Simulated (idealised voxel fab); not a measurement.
process module | voxel tone inversion
cross-section cut | 270 nm wide | cells 5 nm
A cross-section is a grid of square cells, given in bands from the top down. A band is one or more rows of cells.
Each band's line starts with the height of the band's top and of its bottom, in nm. Then come its materials from left to right, each with its width in nm. One material with "throughout" fills the band from edge to edge. "air" is empty space.
Height 0 is the level under which the wafer as received is all one material. The lowest band goes on downwards, as in "0 down".
A width such as "30 to 40" changes by the same amount from each row of cells to the next, from the band's top row to its bottom row.
"no change" after a step means that no cell of the cross-section changed.
closed voids: empty space of 8 cells or more with no open way to the top, each as width x height at its distance from the left edge, in nm
after a step's settings: what the simulator itself notes on the step
overlay nm, on a step with a mask: how far to the right of its planned place the mask lay; to the left if negative
plan
1 op RECEIVE | material Si
2 op CONFORMAL_DEP | material SiCN | thk nm 5
3 op DIRECTIONAL_DEP | material aC | thk nm 15
4 op PATTERN | tone cover | mask id POSTS | material resist | width nm 25 | pitch nm 55 | thk nm 20 | overlay nm 0
5 op DIRECTIONAL_ETCH | etch materials aC | depth nm 15
6 op STRIP | etch materials resist
7 op FILL_DEP | material lowk | thk nm 5
8 op CMP | height nm 20
9 op STRIP | etch materials aC
first wafer, as planned
as received, after step 1
  0 down: Si throughout
  closed voids: none
after step 2
  5 to 0: SiCN throughout
  below 0: unchanged
after step 3
  20 to 5: aC throughout
  below 5: unchanged
after step 4
  40 to 20: air 65 | resist 25 | air 30 | resist 25 | air 30 | resist 25 | air 70
  below 20: unchanged
after step 5
  25 to 20: air 65 | resist 25 | air 30 | resist 25 | air 30 | resist 25 | air 70
  20 to 5: air 65 | aC 25 | air 30 | aC 25 | air 30 | aC 25 | air 70
  below 5: unchanged
after step 6
  20 to 5: air 65 | aC 25 | air 30 | aC 25 | air 30 | aC 25 | air 70
  below 5: unchanged
after step 7
  25 to 20: lowk throughout
  20 to 5: lowk 65 | aC 25 | lowk 30 | aC 25 | lowk 30 | aC 25 | lowk 70
  below 5: unchanged
after step 8
  20 to 5: lowk 65 | aC 25 | lowk 30 | aC 25 | lowk 30 | aC 25 | lowk 70
  below 5: unchanged
after step 9
  20 to 5: lowk 65 | air 25 | lowk 30 | air 25 | lowk 30 | air 25 | lowk 70
  below 5: unchanged
second wafer: like start, like plan, one mistake. Through step 1 it matches the first wafer
when step 2 should have ended
  15 to 0: SiCN throughout
  below 0: unchanged
when step 3 should have ended
  30 to 15: aC throughout
  below 15: unchanged
when step 4 should have ended
  50 to 30: air 65 | resist 25 | air 30 | resist 25 | air 30 | resist 25 | air 70
  below 30: unchanged
when step 5 should have ended
  35 to 30: air 65 | resist 25 | air 30 | resist 25 | air 30 | resist 25 | air 70
  30 to 15: air 65 | aC 25 | air 30 | aC 25 | air 30 | aC 25 | air 70
  below 15: unchanged
when step 6 should have ended
  30 to 15: air 65 | aC 25 | air 30 | aC 25 | air 30 | aC 25 | air 70
  below 15: unchanged
when step 7 should have ended
  35 to 30: lowk throughout
  30 to 15: lowk 65 | aC 25 | lowk 30 | aC 25 | lowk 30 | aC 25 | lowk 70
  below 15: unchanged
when step 8 should have ended
  20 to 15: lowk 65 | aC 25 | lowk 30 | aC 25 | lowk 30 | aC 25 | lowk 70
  below 15: unchanged
when step 9 should have ended
  20 to 15: lowk 65 | air 25 | lowk 30 | air 25 | lowk 30 | air 25 | lowk 70
  below 15: unchanged
what went wrong: step 2 ran as: op CONFORMAL_DEP | material SiCN | thk nm 15
at the end the second wafer has, in cells: 108 more of SiCN | 78 fewer of lowk
